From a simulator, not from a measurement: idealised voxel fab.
Process module heading - voxel transistor to metal
Each square cell in cross-section cut measures 5 nm, and the section as a whole is 185 nm wide.
For the purposes of this document, a cross-section shall be understood as a grid of square cells, specified as bands listed in top-to-bottom order, each band consisting of one or more rows of cells. Top, bottom (nm), then materials left to right with widths (nm); lone material tagged "full width" fills the whole band edge to edge; "air" = empty space. Ref level 0: as-received wafer is one material below here. Bottom band extends down with no lower bound ("0 and below"). Width spec "30->40" -> top row of cells at first value, bottom row at second value, equal per-row change in between. Reading "changes: none" for a step: not a cell of the cross-section changed in it. Closed-off voids of 8+ cells (no open route to the top) go in "Enclosed cavity list", written width x height at distance from the left edge, in nm. Where a step's line continues beyond its settings, the continuation is a remark by the simulator itself on that step. overlay nm: right-of-plan distance of the mask on a masked step; negative values mean left-of-plan.
# Steps planned for the process
- 1: RECEIVE (material Si)
- 2: CONFORMAL_DEP (material SiO2; thk nm 5)
- 3: CONFORMAL_DEP (material SiN; thk nm 15)
- 4: PATTERN (tone cover; mask id ACTIVE; material resist; width nm 105; thk nm 15; overlay nm 0)
- 5: DIRECTIONAL_ETCH (etch materials SiN; depth nm 15)
- 6: DIRECTIONAL_ETCH (etch materials SiO2; depth nm 5)
- 7: DIRECTIONAL_ETCH (etch materials Si; depth nm 20)
- 8: STRIP (etch materials resist)
- 9: FILL_DEP (material SiO2; thk nm 15)
- 10: CMP (height nm 20)
- 11: SELECTIVE_ETCH (etch materials SiO2; depth nm 10)
- 12: STRIP (etch materials SiN)
- 13: SELECTIVE_ETCH (etch materials SiO2; depth nm 5)
- 14: OXIDIZE (depth nm 5)
- 15: DIRECTIONAL_DEP (material polySi; thk nm 25)
- 16: DIRECTIONAL_DEP (material SiCN; thk nm 10)
- 17: DIRECTIONAL_DEP (material aC; thk nm 15)
- 18: PATTERN (tone cover; mask id GATE; material resist; width nm 25; thk nm 30; overlay nm 0)
- 19: DIRECTIONAL_ETCH (etch materials aC; depth nm 15)
- 20: STRIP (etch materials resist)
- 21: DIRECTIONAL_ETCH (etch materials SiCN; depth nm 20)
- 22: DIRECTIONAL_ETCH (etch materials polySi; depth nm 35)
- 23: STRIP (etch materials aC)
- 24: CONFORMAL_DEP (material SiO2; thk nm 5)
- 25: DIRECTIONAL_ETCH (etch materials SiO2; depth nm 5)
- 26: CONFORMAL_DEP (material SiN; thk nm 5)
- 27: DIRECTIONAL_ETCH (etch materials SiN; depth nm 5)
- 28: DIRECTIONAL_ETCH (etch materials SiO2; depth nm 5)
- 29: DIRECTIONAL_ETCH (etch materials Si; depth nm 5)
- 30: EPI (material nSi; thk nm 10)
- 31: FILL_DEP (material SiO2; thk nm 5)
- 32: CMP (height nm 25)
- 33: STRIP (etch materials polySi)
- 34: SELECTIVE_ETCH (etch materials SiO2; depth nm 5)
- 35: CONFORMAL_DEP (material HfO2; thk nm 5)
- 36: CONFORMAL_DEP (material TiN; thk nm 5)
- 37: FILL_DEP (material W; thk nm 10)
- 38: CMP (height nm 20)
- 39: DIRECTIONAL_DEP (material SiO2; thk nm 15)
- 40: MASKED_ETCH (tone open; mask id CONTACT; width nm 15; pitch nm 70; etch materials SiO2; depth nm 35; overlay nm 0)
- 41: CONFORMAL_DEP (material TiN; thk nm 5)
- 42: FILL_DEP (material Ru; thk nm 10)
- 43: CMP (height nm 35)
- 44: CONFORMAL_DEP (material SiCN; thk nm 5)
- 45: DIRECTIONAL_DEP (material lowk; thk nm 20)
- 46: MASKED_ETCH (tone open; mask id METAL_1; width nm 15; pitch nm 70; etch materials lowk; depth nm 20; overlay nm 0)
- 47: MASKED_ETCH (tone open; mask id METAL_1; width nm 15; pitch nm 70; etch materials SiCN; depth nm 5; overlay nm 0)
- 48: CONFORMAL_DEP (material TiN; thk nm 5)
- 49: FILL_DEP (material Cu; thk nm 5)
- 50: CMP (height nm 60)
- 51: EPI (material Ru; thk nm 5)
- 52: FILL_DEP (material SiCN; thk nm 5)
- 53: DIRECTIONAL_DEP (material SiO2; thk nm 30)
- 54: PATTERN (tone open; mask id METAL_2; material resist; width nm 15; pitch nm 70; thk nm 15; overlay nm 0)
- 55: DIRECTIONAL_ETCH (etch materials SiO2; depth nm 20)
- 56: STRIP (etch materials resist)
- 57: MASKED_ETCH (tone open; mask id METAL_2_HOLES; width nm 15; pitch nm 70; etch materials SiO2; depth nm 10; overlay nm 0)
- 58: MASKED_ETCH (tone open; mask id METAL_2_HOLES; width nm 15; pitch nm 70; etch materials SiCN; depth nm 5; overlay nm 0)
- 59: CONFORMAL_DEP (material TiN; thk nm 5)
- 60: FILL_DEP (material Ru; thk nm 5)
- 61: CMP (height nm 100)
- 62: CONFORMAL_DEP (material SiCN; thk nm 5)
# Cross-section: wafer on arrival = after step 1
* 0 and below = Si full width
* Enclosed cavity list: none
# Final wafer profile in cross-section after the module, from the same start and plan as above, with one mistake made during processing
* 105 down to 100 = SiCN full width
* 100 down to 70 = SiO2 (50); TiN (5); Ru (5); TiN (5); SiO2 (55); TiN (5); Ru (5); TiN (5); SiO2 (50)
* 70 down to 65 = SiCN (50); TiN (15); SiCN (55); TiN (15); SiCN (50)
* 65 down to 60 = SiCN (45); Ru (25); SiCN (45); Ru (25); SiCN (45)
* 60 down to 40 = lowk (50); TiN (5); Cu (5); TiN (5); lowk (55); TiN (5); Cu (5); TiN (5); lowk (50)
* 40 down to 35 = SiCN (50); TiN (15); SiCN (55); TiN (15); SiCN (50)
* 35 down to 25 = SiO2 (50); TiN (5); Ru (5); TiN (5); SiO2 (55); TiN (5); Ru (5); TiN (5); SiO2 (50)
* 25 down to 20 = SiO2 (50); TiN (15); SiO2 (55); TiN (15); SiO2 (50)
* 20 down to 5 = HfO2 (70); SiN (5); HfO2 (5); TiN (5); W (15); TiN (5); HfO2 (5); SiN (5); HfO2 (70)
* 5 down to 0 = HfO2 (40); SiN (5); nSi (10); HfO2 (5); nSi (10); SiN (5); HfO2 (5); TiN (25); HfO2 (5); SiN (5); nSi (10); HfO2 (5); nSi (10); SiN (5); HfO2 (40)
* 0 down to -5 = SiO2 (45); nSi (25); SiO2 (5); HfO2 (35); SiO2 (5); nSi (25); SiO2 (45)
* -5 down to -10 = SiO2 (40); Si (5); nSi (25); Si (45); nSi (25); Si (5); SiO2 (40)
* -10 down to -20 = SiO2 (40); Si (105); SiO2 (40)
* -20 and below = Si full width
* Enclosed cavity list: none
What was done differently from what was planned? step 31 ran differently from the plan; actual operation with settings: FILL_DEP (material HfO2; thk nm 5)
